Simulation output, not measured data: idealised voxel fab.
Process module under the name voxel released beams
Displayed cross-section: cut, width of 205 nm, square cells sized 5 nm.
This document writes a cross-section as a grid whose cells are square, and gives it as bands, listed from the top down; one or more rows of cells form a band.
Each band's line starts with the height of the band's top and of its bottom, in nm. Then come its materials from left to right, each with its width in nm. One material with "throughout" fills the band from edge to edge. "air" is empty space.
Measure heights from 0. That's the level where, below it, the as-received wafer is all one material. The lowest band is bottomless and extends downward; write it as in "z 0 and below".
Width: "30..40" (first number = top row, second number = bottom row, same change from row to row of cells).
No cell of the cross-section changed in a step that is given as "remained unchanged".
In "Completely enclosed voids" the enclosed voids are listed, meaning empty spaces of 8 cells or larger without any opening to the top. The form is width x height at distance, distance from the left edge, units nm.
Anything after a step's settings on that line? It's the simulator's own note about the step.
"overlay nm", when on a step's line for a step with a mask, measures how far to the right of its planned place the mask lay; a negative measure means to the left.
# These are the steps we planned for the process
1: RECEIVE with material Si
2: CONFORMAL_DEP with material Al2O3, thk nm 10
3: DIRECTIONAL_DEP with material SiO2, thk nm 15
4: PATTERN with tone open, mask id ANCHOR, material resist, width nm 35, thk nm 20, overlay nm 0
5: DIRECTIONAL_ETCH with etch materials SiO2, depth nm 15
6: STRIP with etch materials resist
7: CONFORMAL_DEP with material polySi, thk nm 10
8: DIRECTIONAL_DEP with material aC, thk nm 10
9: PATTERN with tone cover, mask id BEAM, material resist, width nm 100, thk nm 30, overlay nm -15
10: DIRECTIONAL_ETCH with etch materials aC, depth nm 10
11: STRIP with etch materials resist
12: DIRECTIONAL_ETCH with etch materials polySi, depth nm 10
13: STRIP with etch materials aC
14: STRIP with etch materials SiO2
Heads up: all these wafers start the same, and what changes between them is the overlay nm in step 9. The value you see in the plan is just what the first wafer got.
# The first of several wafers, as received after step 1, seen in section
  z 0 and below | Si throughout
  Completely enclosed voids: none
# Once step 14, the last step, is complete, the module is at its end; this is the cross-section of the first of several wafers
  z 35 to 25 | air 35, polySi 30, air 15, polySi 55, air 70
  z 25 to 20 | air 55, polySi 10, air 15, polySi 10, air 115
  z 20 to 10 | air 55, polySi 35, air 115
  z 10 to 0 | Al2O3 throughout
  z 0 and below | Si throughout
  Completely enclosed voids: none
# Last wafer of the set, cross-sectioned at end of module
  z 35 to 25 | air 80, polySi 85, air 40
  z 25 to 20 | air 55, polySi 10, air 15, polySi 10, air 115
  z 20 to 10 | air 55, polySi 35, air 115
  z 10 to 0 | Al2O3 throughout
  z 0 and below | Si throughout
  Completely enclosed voids: none
# each wafer at the end: cells of each material gained (+) or lost (-) since it was received, then its closed voids
overlay nm -15; +82 Al2O3; +52 polySi; Completely enclosed voids: none
overlay nm -10; +82 Al2O3; +52 polySi; Completely enclosed voids: none
overlay nm -5; +82 Al2O3; +52 polySi; Completely enclosed voids: none
overlay nm 0; +82 Al2O3; +52 polySi; Completely enclosed voids: none
overlay nm 5; +82 Al2O3; +52 polySi; Completely enclosed voids: none
overlay nm 10; +82 Al2O3; +52 polySi; Completely enclosed voids: none
overlay nm 15; +82 Al2O3; +52 polySi; Completely enclosed voids: none
